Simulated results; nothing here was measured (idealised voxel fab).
You're looking at the process module voxel transistor to metal.
Square cell edge 5 nm, section width 150 nm, ID cut.
Heads up, the way a cross-section reads in here is a grid of square cells, handed over as bands from the top down, with every band being one or more rows of cells.
Per band: top height and bottom height in nm, followed by the left-to-right materials and their widths in nm; "edge to edge" marks a single material spanning edge to edge, "air" marks empty space.
Heights are measured from 0, the level below which the as-received wafer is all one material; the lowest band has no bottom and continues downward, written as in "top 0, no bottom".
Note: "30..40" means the width goes from the first number (top row of the band) to the second number (bottom row) in equal steps per row of cells.
Given "remained the same" for a step, no cell of the cross-section differs between before and after that step.
The entry titled "Completely enclosed voids" provides the empty spaces that have no open way to the top, restricted to those of 8 cells or more. Each is presented as width x height at distance, the distance being measured from the left edge, with all three in nm.
Text after the settings on a step's line: the simulator's own remark on that step.
overlay nm: mask offset rightward from planned place, masked step; negative means leftward offset.
Process steps foreseen in the plan:
- 1: RECEIVE: material Si
- 2: OXIDIZE: depth nm 5
- 3: CONFORMAL_DEP: material SiN, thk nm 15
- 4: MASKED_ETCH: tone cover, mask id ACTIVE, width nm 105, etch materials SiN, depth nm 15, overlay nm 0
- 5: MASKED_ETCH: tone cover, mask id ACTIVE, width nm 105, etch materials SiO2, depth nm 5, overlay nm 0
- 6: MASKED_ETCH: tone cover, mask id ACTIVE, width nm 105, etch materials Si, depth nm 35, overlay nm 0
- 7: FILL_DEP: material SiO2, thk nm 15
- 8: CMP: height nm 15
- 9: SELECTIVE_ETCH: etch materials SiO2, depth nm 15
- 10: STRIP: etch materials SiN
- 11: SELECTIVE_ETCH: etch materials SiO2, depth nm 5
- 12: OXIDIZE: depth nm 5
- 13: DIRECTIONAL_DEP: material polySi, thk nm 25
- 14: DIRECTIONAL_DEP: material SiCN, thk nm 15
- 15: DIRECTIONAL_DEP: material aC, thk nm 10
- 16: PATTERN: tone cover, mask id GATE, material resist, width nm 25, thk nm 30, overlay nm 0
- 17: DIRECTIONAL_ETCH: etch materials aC, depth nm 10
- 18: STRIP: etch materials resist
- 19: DIRECTIONAL_ETCH: etch materials SiCN, depth nm 25
- 20: DIRECTIONAL_ETCH: etch materials polySi, depth nm 35
- 21: STRIP: etch materials aC
- 22: CONFORMAL_DEP: material SiN, thk nm 5
- 23: DIRECTIONAL_ETCH: etch materials SiN, depth nm 5
- 24: DIRECTIONAL_ETCH: etch materials SiO2, depth nm 5
- 25: DIRECTIONAL_ETCH: etch materials Si, depth nm 5
- 26: EPI: material SiGe, thk nm 5
- 27: FILL_DEP: material SiO2, thk nm 10
- 28: CMP: height nm 20
- 29: STRIP: etch materials polySi
- 30: SELECTIVE_ETCH: etch materials SiO2, depth nm 5
- 31: CONFORMAL_DEP: material HfO2, thk nm 5
- 32: CONFORMAL_DEP: material TiN, thk nm 5
- 33: FILL_DEP: material W, thk nm 5
- 34: CMP: height nm 15
- 35: DIRECTIONAL_DEP: material SiO2, thk nm 10
- 36: MASKED_ETCH: tone open, mask id CONTACT, width nm 15, pitch nm 80, etch materials SiO2, depth nm 35, overlay nm 0
- 37: CONFORMAL_DEP: material TiN, thk nm 5
- 38: FILL_DEP: material W, thk nm 10
- 39: CMP: height nm 25
- 40: DIRECTIONAL_DEP: material TiN, thk nm 5
- 41: DIRECTIONAL_DEP: material W, thk nm 15
- 42: PATTERN: tone cover, mask id METAL_1, material resist, width nm 15, pitch nm 80, thk nm 20, overlay nm 0
- 43: DIRECTIONAL_ETCH: etch materials W, depth nm 15
- 44: DIRECTIONAL_ETCH: etch materials TiN, depth nm 5
- 45: STRIP: etch materials resist
- 46: FILL_DEP: material SiO2, thk nm 5
- 47: CMP: height nm 45
- 48: CONFORMAL_DEP: material SiN, thk nm 5
The first of two wafers, run as planned:
Shown in cross-section is the wafer as received, that is, as it stands after step 1:
- top 0, no bottom | Si edge to edge
- Completely enclosed voids: none
Cross-section of the wafer subsequent to step 2:
- top 0, bottom -5 | SiO2 edge to edge
- No changes below -5.
Cross-section of the wafer subsequent to step 3:
- top 15, bottom 0 | SiN edge to edge
- No changes below 0.
Cross-section of the wafer subsequent to step 4:
- top 15, bottom 0 | 20 of air; 105 of SiN; 25 of air
- No changes below 0.
Cross-section of the wafer subsequent to step 5:
- top 15, bottom 0 | 20 of air; 105 of SiN; 25 of air
- top 0, bottom -5 | 20 of air; 105 of SiO2; 25 of air
- No changes below -5.
Cross-section of the wafer subsequent to step 6:
- top 15, bottom 0 | 20 of air; 105 of SiN; 25 of air
- top 0, bottom -5 | 20 of air; 105 of SiO2; 25 of air
- top -5, bottom -40 | 20 of air; 105 of Si; 25 of air
- No changes below -40.
Cross-section of the wafer subsequent to step 7:
- top 30, bottom 15 | SiO2 edge to edge
- top 15, bottom 0 | 20 of SiO2; 105 of SiN; 25 of SiO2
- top 0, bottom -5 | SiO2 edge to edge
- top -5, bottom -40 | 20 of SiO2; 105 of Si; 25 of SiO2
- No changes below -40.
Cross-section of the wafer subsequent to step 8:
- top 15, bottom 0 | 20 of SiO2; 105 of SiN; 25 of SiO2
- No changes below 0.
Cross-section of the wafer subsequent to step 9:
- top 15, bottom 0 | 20 of air; 105 of SiN; 25 of air
- No changes below 0.
Cross-section of the wafer subsequent to step 10:
- top 0, bottom -5 | SiO2 edge to edge
- No changes below -5.
Cross-section of the wafer subsequent to step 11:
- top -5, bottom -40 | 20 of SiO2; 105 of Si; 25 of SiO2
- No changes below -40.
Cross-section of the wafer subsequent to step 12:
- top -5, bottom -10 | SiO2 edge to edge
- No changes below -10.
Cross-section of the wafer subsequent to step 13:
- top 20, bottom -5 | polySi edge to edge
- No changes below -5.
Cross-section of the wafer subsequent to step 14:
- top 35, bottom 20 | SiCN edge to edge
- No changes below 20.
Cross-section of the wafer subsequent to step 15:
- top 45, bottom 35 | aC edge to edge
- No changes below 35.
Cross-section of the wafer subsequent to step 16:
- top 75, bottom 45 | 60 of air; 25 of resist; 65 of air
- No changes below 45.
Cross-section of the wafer subsequent to step 17:
- top 65, bottom 45 | 60 of air; 25 of resist; 65 of air
- top 45, bottom 35 | 60 of air; 25 of aC; 65 of air
- No changes below 35.
Cross-section of the wafer subsequent to step 18:
- top 45, bottom 35 | 60 of air; 25 of aC; 65 of air
- No changes below 35.
Cross-section of the wafer subsequent to step 19:
- top 45, bottom 35 | 60 of air; 25 of aC; 65 of air
- top 35, bottom 20 | 60 of air; 25 of SiCN; 65 of air
- No changes below 20.
Cross-section of the wafer subsequent to step 20:
- top 45, bottom 35 | 60 of air; 25 of aC; 65 of air
- top 35, bottom 20 | 60 of air; 25 of SiCN; 65 of air
- top 20, bottom -5 | 60 of air; 25 of polySi; 65 of air
- No changes below -5.
Cross-section of the wafer subsequent to step 21:
- top 35, bottom 20 | 60 of air; 25 of SiCN; 65 of air
- No changes below 20.
Cross-section of the wafer subsequent to step 22:
- top 40, bottom 35 | 55 of air; 35 of SiN; 60 of air
- top 35, bottom 20 | 55 of air; 5 of SiN; 25 of SiCN; 5 of SiN; 60 of air
- top 20, bottom 0 | 55 of air; 5 of SiN; 25 of polySi; 5 of SiN; 60 of air
- top 0, bottom -5 | 60 of SiN; 25 of polySi; 65 of SiN
- No changes below -5.
Cross-section of the wafer subsequent to step 23:
- top 35, bottom 20 | 55 of air; 5 of SiN; 25 of SiCN; 5 of SiN; 60 of air
- top 20, bottom -5 | 55 of air; 5 of SiN; 25 of polySi; 5 of SiN; 60 of air
- No changes below -5.
Cross-section of the wafer subsequent to step 24:
- top 35, bottom 20 | 55 of air; 5 of SiN; 25 of SiCN; 5 of SiN; 60 of air
- top 20, bottom -5 | 55 of air; 5 of SiN; 25 of polySi; 5 of SiN; 60 of air
- top -5, bottom -10 | 55 of air; 35 of SiO2; 60 of air
- No changes below -10.
Cross-section of the wafer subsequent to step 25:
- top 35, bottom 20 | 55 of air; 5 of SiN; 25 of SiCN; 5 of SiN; 60 of air
- top 20, bottom -5 | 55 of air; 5 of SiN; 25 of polySi; 5 of SiN; 60 of air
- top -5, bottom -10 | 55 of air; 35 of SiO2; 60 of air
- top -10, bottom -15 | 20 of SiO2; 35 of air; 35 of Si; 35 of air; 25 of SiO2
- No changes below -15.
Cross-section of the wafer subsequent to step 26:
- top 35, bottom 20 | 55 of air; 5 of SiN; 25 of SiCN; 5 of SiN; 60 of air
- top 20, bottom -5 | 55 of air; 5 of SiN; 25 of polySi; 5 of SiN; 60 of air
- top -5, bottom -10 | 50 of air; 5 of SiGe; 35 of SiO2; 5 of SiGe; 55 of air
- top -10, bottom -15 | 20 of SiO2; 35 of SiGe; 35 of Si; 35 of SiGe; 25 of SiO2
- No changes below -15.
Cross-section of the wafer subsequent to step 27:
- top 45, bottom 35 | SiO2 edge to edge
- top 35, bottom 20 | 55 of SiO2; 5 of SiN; 25 of SiCN; 5 of SiN; 60 of SiO2
- top 20, bottom -5 | 55 of SiO2; 5 of SiN; 25 of polySi; 5 of SiN; 60 of SiO2
- top -5, bottom -10 | 50 of SiO2; 5 of SiGe; 35 of SiO2; 5 of SiGe; 55 of SiO2
- No changes below -10.
Cross-section of the wafer subsequent to step 28:
- top 20, bottom -5 | 55 of SiO2; 5 of SiN; 25 of polySi; 5 of SiN; 60 of SiO2
- No changes below -5.
Cross-section of the wafer subsequent to step 29:
- top 20, bottom -5 | 55 of SiO2; 5 of SiN; 25 of air; 5 of SiN; 60 of SiO2
- No changes below -5.
Cross-section of the wafer subsequent to step 30:
- top 20, bottom 15 | 55 of air; 5 of SiN; 25 of air; 5 of SiN; 60 of air
- top 15, bottom -5 | 55 of SiO2; 5 of SiN; 25 of air; 5 of SiN; 60 of SiO2
- top -5, bottom -10 | 50 of SiO2; 5 of SiGe; 35 of air; 5 of SiGe; 55 of SiO2
- No changes below -10.
Cross-section of the wafer subsequent to step 31:
- top 25, bottom 20 | 50 of air; 15 of HfO2; 15 of air; 15 of HfO2; 55 of air
- top 20, bottom 15 | 55 of HfO2; 5 of SiN; 5 of HfO2; 15 of air; 5 of HfO2; 5 of SiN; 60 of HfO2
- top 15, bottom -5 | 55 of SiO2; 5 of SiN; 5 of HfO2; 15 of air; 5 of HfO2; 5 of SiN; 60 of SiO2
- top -5, bottom -10 | 50 of SiO2; 5 of SiGe; 35 of HfO2; 5 of SiGe; 55 of SiO2
- No changes below -10.
Cross-section of the wafer subsequent to step 32:
- top 30, bottom 25 | 45 of air; 25 of TiN; 5 of air; 25 of TiN; 50 of air
- top 25, bottom 20 | 50 of TiN; 15 of HfO2; 5 of TiN; 5 of air; 5 of TiN; 15 of HfO2; 55 of TiN
- top 20, bottom 15 | 55 of HfO2; 5 of SiN; 5 of HfO2; 5 of TiN; 5 of air; 5 of TiN; 5 of HfO2; 5 of SiN; 60 of HfO2
- top 15, bottom 0 | 55 of SiO2; 5 of SiN; 5 of HfO2; 5 of TiN; 5 of air; 5 of TiN; 5 of HfO2; 5 of SiN; 60 of SiO2
- top 0, bottom -5 | 55 of SiO2; 5 of SiN; 5 of HfO2; 15 of TiN; 5 of HfO2; 5 of SiN; 60 of SiO2
- No changes below -5.
Cross-section of the wafer subsequent to step 33:
- top 35, bottom 30 | W edge to edge
- top 30, bottom 25 | 45 of W; 25 of TiN; 5 of W; 25 of TiN; 50 of W
- top 25, bottom 20 | 50 of TiN; 15 of HfO2; 5 of TiN; 5 of W; 5 of TiN; 15 of HfO2; 55 of TiN
- top 20, bottom 15 | 55 of HfO2; 5 of SiN; 5 of HfO2; 5 of TiN; 5 of W; 5 of TiN; 5 of HfO2; 5 of SiN; 60 of HfO2
- top 15, bottom 0 | 55 of SiO2; 5 of SiN; 5 of HfO2; 5 of TiN; 5 of W; 5 of TiN; 5 of HfO2; 5 of SiN; 60 of SiO2
- No changes below 0.
Cross-section of the wafer subsequent to step 34:
- top 15, bottom 0 | 55 of SiO2; 5 of SiN; 5 of HfO2; 5 of TiN; 5 of W; 5 of TiN; 5 of HfO2; 5 of SiN; 60 of SiO2
- No changes below 0.
Cross-section of the wafer subsequent to step 35:
- top 25, bottom 15 | SiO2 edge to edge
- No changes below 15.
Cross-section of the wafer subsequent to step 36:
- top 25, bottom 15 | 25 of SiO2; 15 of air; 65 of SiO2; 15 of air; 30 of SiO2
- top 15, bottom 0 | 25 of SiO2; 15 of air; 15 of SiO2; 5 of SiN; 5 of HfO2; 5 of TiN; 5 of W; 5 of TiN; 5 of HfO2; 5 of SiN; 15 of SiO2; 15 of air; 30 of SiO2
- top 0, bottom -5 | 25 of SiO2; 15 of air; 15 of SiO2; 5 of SiN; 5 of HfO2; 15 of TiN; 5 of HfO2; 5 of SiN; 15 of SiO2; 15 of air; 30 of SiO2
- top -5, bottom -10 | 25 of SiO2; 15 of air; 10 of SiO2; 5 of SiGe; 35 of HfO2; 5 of SiGe; 10 of SiO2; 15 of air; 30 of SiO2
- No changes below -10.
Cross-section of the wafer subsequent to step 37:
- top 30, bottom 25 | 30 of TiN; 5 of air; 75 of TiN; 5 of air; 35 of TiN
- top 25, bottom 15 | 25 of SiO2; 5 of TiN; 5 of air; 5 of TiN; 65 of SiO2; 5 of TiN; 5 of air; 5 of TiN; 30 of SiO2
- top 15, bottom 0 | 25 of SiO2; 5 of TiN; 5 of air; 5 of TiN; 15 of SiO2; 5 of SiN; 5 of HfO2; 5 of TiN; 5 of W; 5 of TiN; 5 of HfO2; 5 of SiN; 15 of SiO2; 5 of TiN; 5 of air; 5 of TiN; 30 of SiO2
- top 0, bottom -5 | 25 of SiO2; 5 of TiN; 5 of air; 5 of TiN; 15 of SiO2; 5 of SiN; 5 of HfO2; 15 of TiN; 5 of HfO2; 5 of SiN; 15 of SiO2; 5 of TiN; 5 of air; 5 of TiN; 30 of SiO2
- top -5, bottom -10 | 25 of SiO2; 15 of TiN; 10 of SiO2; 5 of SiGe; 35 of HfO2; 5 of SiGe; 10 of SiO2; 15 of TiN; 30 of SiO2
- No changes below -10.
Cross-section of the wafer subsequent to step 38:
- top 40, bottom 30 | W edge to edge
- top 30, bottom 25 | 30 of TiN; 5 of W; 75 of TiN; 5 of W; 35 of TiN
- top 25, bottom 15 | 25 of SiO2; 5 of TiN; 5 of W; 5 of TiN; 65 of SiO2; 5 of TiN; 5 of W; 5 of TiN; 30 of SiO2
- top 15, bottom 0 | 25 of SiO2; 5 of TiN; 5 of W; 5 of TiN; 15 of SiO2; 5 of SiN; 5 of HfO2; 5 of TiN; 5 of W; 5 of TiN; 5 of HfO2; 5 of SiN; 15 of SiO2; 5 of TiN; 5 of W; 5 of TiN; 30 of SiO2
- top 0, bottom -5 | 25 of SiO2; 5 of TiN; 5 of W; 5 of TiN; 15 of SiO2; 5 of SiN; 5 of HfO2; 15 of TiN; 5 of HfO2; 5 of SiN; 15 of SiO2; 5 of TiN; 5 of W; 5 of TiN; 30 of SiO2
- No changes below -5.
Cross-section of the wafer subsequent to step 39:
- top 25, bottom 15 | 25 of SiO2; 5 of TiN; 5 of W; 5 of TiN; 65 of SiO2; 5 of TiN; 5 of W; 5 of TiN; 30 of SiO2
- No changes below 15.
Cross-section of the wafer subsequent to step 40:
- top 30, bottom 25 | TiN edge to edge
- No changes below 25.
Cross-section of the wafer subsequent to step 41:
- top 45, bottom 30 | W edge to edge
- No changes below 30.
Cross-section of the wafer subsequent to step 42:
- top 65, bottom 45 | 25 of air; 15 of resist; 65 of air; 15 of resist; 30 of air
- No changes below 45.
Cross-section of the wafer subsequent to step 43:
- top 65, bottom 45 | 25 of air; 15 of resist; 65 of air; 15 of resist; 30 of air
- top 45, bottom 30 | 25 of air; 15 of W; 65 of air; 15 of W; 30 of air
- No changes below 30.
Cross-section of the wafer subsequent to step 44:
- top 65, bottom 45 | 25 of air; 15 of resist; 65 of air; 15 of resist; 30 of air
- top 45, bottom 30 | 25 of air; 15 of W; 65 of air; 15 of W; 30 of air
- top 30, bottom 25 | 25 of air; 15 of TiN; 65 of air; 15 of TiN; 30 of air
- No changes below 25.
Cross-section of the wafer subsequent to step 45:
- top 45, bottom 30 | 25 of air; 15 of W; 65 of air; 15 of W; 30 of air
- No changes below 30.
Cross-section of the wafer subsequent to step 46:
- top 50, bottom 45 | SiO2 edge to edge
- top 45, bottom 30 | 25 of SiO2; 15 of W; 65 of SiO2; 15 of W; 30 of SiO2
- top 30, bottom 25 | 25 of SiO2; 15 of TiN; 65 of SiO2; 15 of TiN; 30 of SiO2
- No changes below 25.
Cross-section of the wafer subsequent to step 47:
- top 45, bottom 30 | 25 of SiO2; 15 of W; 65 of SiO2; 15 of W; 30 of SiO2
- No changes below 30.
Cross-section of the wafer subsequent to step 48:
- top 50, bottom 45 | SiN edge to edge
- No changes below 45.
Wafer two of two - same starting point, same process plan, one mistake in execution; matches wafer one up to and including step 11:
Second wafer profile in section, at the moment step 12 of the plan was meant to be complete:
- top -5, bottom -20 | SiO2 edge to edge
- No changes below -20.
Second wafer profile in section, at the moment step 13 of the plan was meant to be complete:
- top 20, bottom -5 | polySi edge to edge
- No changes below -5.
Second wafer profile in section, at the moment step 14 of the plan was meant to be complete:
- top 35, bottom 20 | SiCN edge to edge
- No changes below 20.
Second wafer profile in section, at the moment step 15 of the plan was meant to be complete:
- top 45, bottom 35 | aC edge to edge
- No changes below 35.
Second wafer profile in section, at the moment step 16 of the plan was meant to be complete:
- top 75, bottom 45 | 60 of air; 25 of resist; 65 of air
- No changes below 45.
Second wafer profile in section, at the moment step 17 of the plan was meant to be complete:
- top 65, bottom 45 | 60 of air; 25 of resist; 65 of air
- top 45, bottom 35 | 60 of air; 25 of aC; 65 of air
- No changes below 35.
Second wafer profile in section, at the moment step 18 of the plan was meant to be complete:
- top 45, bottom 35 | 60 of air; 25 of aC; 65 of air
- No changes below 35.
Second wafer profile in section, at the moment step 19 of the plan was meant to be complete:
- top 45, bottom 35 | 60 of air; 25 of aC; 65 of air
- top 35, bottom 20 | 60 of air; 25 of SiCN; 65 of air
- No changes below 20.
Second wafer profile in section, at the moment step 20 of the plan was meant to be complete:
- top 45, bottom 35 | 60 of air; 25 of aC; 65 of air
- top 35, bottom 20 | 60 of air; 25 of SiCN; 65 of air
- top 20, bottom -5 | 60 of air; 25 of polySi; 65 of air
- No changes below -5.
Second wafer profile in section, at the moment step 21 of the plan was meant to be complete:
- top 35, bottom 20 | 60 of air; 25 of SiCN; 65 of air
- No changes below 20.
Second wafer profile in section, at the moment step 22 of the plan was meant to be complete:
- top 40, bottom 35 | 55 of air; 35 of SiN; 60 of air
- top 35, bottom 20 | 55 of air; 5 of SiN; 25 of SiCN; 5 of SiN; 60 of air
- top 20, bottom 0 | 55 of air; 5 of SiN; 25 of polySi; 5 of SiN; 60 of air
- top 0, bottom -5 | 60 of SiN; 25 of polySi; 65 of SiN
- No changes below -5.
Second wafer profile in section, at the moment step 23 of the plan was meant to be complete:
- top 35, bottom 20 | 55 of air; 5 of SiN; 25 of SiCN; 5 of SiN; 60 of air
- top 20, bottom -5 | 55 of air; 5 of SiN; 25 of polySi; 5 of SiN; 60 of air
- No changes below -5.
Second wafer profile in section, at the moment step 24 of the plan was meant to be complete:
- top 35, bottom 20 | 55 of air; 5 of SiN; 25 of SiCN; 5 of SiN; 60 of air
- top 20, bottom -5 | 55 of air; 5 of SiN; 25 of polySi; 5 of SiN; 60 of air
- top -5, bottom -10 | 55 of air; 35 of SiO2; 60 of air
- No changes below -10.
Second wafer profile in section, at the moment step 25 of the plan was meant to be complete: remained the same
Second wafer profile in section, at the moment step 26 of the plan was meant to be complete: remained the same
Second wafer profile in section, at the moment step 27 of the plan was meant to be complete:
- top 45, bottom 35 | SiO2 edge to edge
- top 35, bottom 20 | 55 of SiO2; 5 of SiN; 25 of SiCN; 5 of SiN; 60 of SiO2
- top 20, bottom -5 | 55 of SiO2; 5 of SiN; 25 of polySi; 5 of SiN; 60 of SiO2
- top -5, bottom -20 | SiO2 edge to edge
- No changes below -20.
Second wafer profile in section, at the moment step 28 of the plan was meant to be complete:
- top 20, bottom -5 | 55 of SiO2; 5 of SiN; 25 of polySi; 5 of SiN; 60 of SiO2
- No changes below -5.
Second wafer profile in section, at the moment step 29 of the plan was meant to be complete:
- top 20, bottom -5 | 55 of SiO2; 5 of SiN; 25 of air; 5 of SiN; 60 of SiO2
- No changes below -5.
Second wafer profile in section, at the moment step 30 of the plan was meant to be complete:
- top 20, bottom 15 | 55 of air; 5 of SiN; 25 of air; 5 of SiN; 60 of air
- top 15, bottom -5 | 55 of SiO2; 5 of SiN; 25 of air; 5 of SiN; 60 of SiO2
- top -5, bottom -10 | 55 of SiO2; 35 of air; 60 of SiO2
- No changes below -10.
Second wafer profile in section, at the moment step 31 of the plan was meant to be complete:
- top 25, bottom 20 | 50 of air; 15 of HfO2; 15 of air; 15 of HfO2; 55 of air
- top 20, bottom 15 | 55 of HfO2; 5 of SiN; 5 of HfO2; 15 of air; 5 of HfO2; 5 of SiN; 60 of HfO2
- top 15, bottom -5 | 55 of SiO2; 5 of SiN; 5 of HfO2; 15 of air; 5 of HfO2; 5 of SiN; 60 of SiO2
- top -5, bottom -10 | 55 of SiO2; 35 of HfO2; 60 of SiO2
- No changes below -10.
Second wafer profile in section, at the moment step 32 of the plan was meant to be complete:
- top 30, bottom 25 | 45 of air; 25 of TiN; 5 of air; 25 of TiN; 50 of air
- top 25, bottom 20 | 50 of TiN; 15 of HfO2; 5 of TiN; 5 of air; 5 of TiN; 15 of HfO2; 55 of TiN
- top 20, bottom 15 | 55 of HfO2; 5 of SiN; 5 of HfO2; 5 of TiN; 5 of air; 5 of TiN; 5 of HfO2; 5 of SiN; 60 of HfO2
- top 15, bottom 0 | 55 of SiO2; 5 of SiN; 5 of HfO2; 5 of TiN; 5 of air; 5 of TiN; 5 of HfO2; 5 of SiN; 60 of SiO2
- top 0, bottom -5 | 55 of SiO2; 5 of SiN; 5 of HfO2; 15 of TiN; 5 of HfO2; 5 of SiN; 60 of SiO2
- No changes below -5.
Second wafer profile in section, at the moment step 33 of the plan was meant to be complete:
- top 35, bottom 30 | W edge to edge
- top 30, bottom 25 | 45 of W; 25 of TiN; 5 of W; 25 of TiN; 50 of W
- top 25, bottom 20 | 50 of TiN; 15 of HfO2; 5 of TiN; 5 of W; 5 of TiN; 15 of HfO2; 55 of TiN
- top 20, bottom 15 | 55 of HfO2; 5 of SiN; 5 of HfO2; 5 of TiN; 5 of W; 5 of TiN; 5 of HfO2; 5 of SiN; 60 of HfO2
- top 15, bottom 0 | 55 of SiO2; 5 of SiN; 5 of HfO2; 5 of TiN; 5 of W; 5 of TiN; 5 of HfO2; 5 of SiN; 60 of SiO2
- No changes below 0.
Second wafer profile in section, at the moment step 34 of the plan was meant to be complete:
- top 15, bottom 0 | 55 of SiO2; 5 of SiN; 5 of HfO2; 5 of TiN; 5 of W; 5 of TiN; 5 of HfO2; 5 of SiN; 60 of SiO2
- No changes below 0.
Second wafer profile in section, at the moment step 35 of the plan was meant to be complete:
- top 25, bottom 15 | SiO2 edge to edge
- No changes below 15.
Second wafer profile in section, at the moment step 36 of the plan was meant to be complete:
- top 25, bottom 15 | 25 of SiO2; 15 of air; 65 of SiO2; 15 of air; 30 of SiO2
- top 15, bottom 0 | 25 of SiO2; 15 of air; 15 of SiO2; 5 of SiN; 5 of HfO2; 5 of TiN; 5 of W; 5 of TiN; 5 of HfO2; 5 of SiN; 15 of SiO2; 15 of air; 30 of SiO2
- top 0, bottom -5 | 25 of SiO2; 15 of air; 15 of SiO2; 5 of SiN; 5 of HfO2; 15 of TiN; 5 of HfO2; 5 of SiN; 15 of SiO2; 15 of air; 30 of SiO2
- top -5, bottom -10 | 25 of SiO2; 15 of air; 15 of SiO2; 35 of HfO2; 15 of SiO2; 15 of air; 30 of SiO2
- No changes below -10.
Second wafer profile in section, at the moment step 37 of the plan was meant to be complete:
- top 30, bottom 25 | 30 of TiN; 5 of air; 75 of TiN; 5 of air; 35 of TiN
- top 25, bottom 15 | 25 of SiO2; 5 of TiN; 5 of air; 5 of TiN; 65 of SiO2; 5 of TiN; 5 of air; 5 of TiN; 30 of SiO2
- top 15, bottom 0 | 25 of SiO2; 5 of TiN; 5 of air; 5 of TiN; 15 of SiO2; 5 of SiN; 5 of HfO2; 5 of TiN; 5 of W; 5 of TiN; 5 of HfO2; 5 of SiN; 15 of SiO2; 5 of TiN; 5 of air; 5 of TiN; 30 of SiO2
- top 0, bottom -5 | 25 of SiO2; 5 of TiN; 5 of air; 5 of TiN; 15 of SiO2; 5 of SiN; 5 of HfO2; 15 of TiN; 5 of HfO2; 5 of SiN; 15 of SiO2; 5 of TiN; 5 of air; 5 of TiN; 30 of SiO2
- top -5, bottom -10 | 25 of SiO2; 15 of TiN; 15 of SiO2; 35 of HfO2; 15 of SiO2; 15 of TiN; 30 of SiO2
- No changes below -10.
Second wafer profile in section, at the moment step 38 of the plan was meant to be complete:
- top 40, bottom 30 | W edge to edge
- top 30, bottom 25 | 30 of TiN; 5 of W; 75 of TiN; 5 of W; 35 of TiN
- top 25, bottom 15 | 25 of SiO2; 5 of TiN; 5 of W; 5 of TiN; 65 of SiO2; 5 of TiN; 5 of W; 5 of TiN; 30 of SiO2
- top 15, bottom 0 | 25 of SiO2; 5 of TiN; 5 of W; 5 of TiN; 15 of SiO2; 5 of SiN; 5 of HfO2; 5 of TiN; 5 of W; 5 of TiN; 5 of HfO2; 5 of SiN; 15 of SiO2; 5 of TiN; 5 of W; 5 of TiN; 30 of SiO2
- top 0, bottom -5 | 25 of SiO2; 5 of TiN; 5 of W; 5 of TiN; 15 of SiO2; 5 of SiN; 5 of HfO2; 15 of TiN; 5 of HfO2; 5 of SiN; 15 of SiO2; 5 of TiN; 5 of W; 5 of TiN; 30 of SiO2
- No changes below -5.
Second wafer profile in section, at the moment step 39 of the plan was meant to be complete:
- top 25, bottom 15 | 25 of SiO2; 5 of TiN; 5 of W; 5 of TiN; 65 of SiO2; 5 of TiN; 5 of W; 5 of TiN; 30 of SiO2
- No changes below 15.
Second wafer profile in section, at the moment step 40 of the plan was meant to be complete:
- top 30, bottom 25 | TiN edge to edge
- No changes below 25.
Second wafer profile in section, at the moment step 41 of the plan was meant to be complete:
- top 45, bottom 30 | W edge to edge
- No changes below 30.
Second wafer profile in section, at the moment step 42 of the plan was meant to be complete:
- top 65, bottom 45 | 25 of air; 15 of resist; 65 of air; 15 of resist; 30 of air
- No changes below 45.
Second wafer profile in section, at the moment step 43 of the plan was meant to be complete:
- top 65, bottom 45 | 25 of air; 15 of resist; 65 of air; 15 of resist; 30 of air
- top 45, bottom 30 | 25 of air; 15 of W; 65 of air; 15 of W; 30 of air
- No changes below 30.
Second wafer profile in section, at the moment step 44 of the plan was meant to be complete:
- top 65, bottom 45 | 25 of air; 15 of resist; 65 of air; 15 of resist; 30 of air
- top 45, bottom 30 | 25 of air; 15 of W; 65 of air; 15 of W; 30 of air
- top 30, bottom 25 | 25 of air; 15 of TiN; 65 of air; 15 of TiN; 30 of air
- No changes below 25.
Second wafer profile in section, at the moment step 45 of the plan was meant to be complete:
- top 45, bottom 30 | 25 of air; 15 of W; 65 of air; 15 of W; 30 of air
- No changes below 30.
Second wafer profile in section, at the moment step 46 of the plan was meant to be complete:
- top 50, bottom 45 | SiO2 edge to edge
- top 45, bottom 30 | 25 of SiO2; 15 of W; 65 of SiO2; 15 of W; 30 of SiO2
- top 30, bottom 25 | 25 of SiO2; 15 of TiN; 65 of SiO2; 15 of TiN; 30 of SiO2
- No changes below 25.
Second wafer profile in section, at the moment step 47 of the plan was meant to be complete:
- top 45, bottom 30 | 25 of SiO2; 15 of W; 65 of SiO2; 15 of W; 30 of SiO2
- No changes below 30.
Second wafer profile in section, at the moment step 48 of the plan was meant to be complete:
- top 50, bottom 45 | SiN edge to edge
- No changes below 45.
Heads up, the wafer didn't run the way we planned it: step 12 ran differently from the plan; actual operation with settings: OXIDIZE: depth nm 15
The final cell counts differ between the wafers, with the second having more or fewer of some materials than the first: Si -28 | SiGe -16 | SiO2 +44
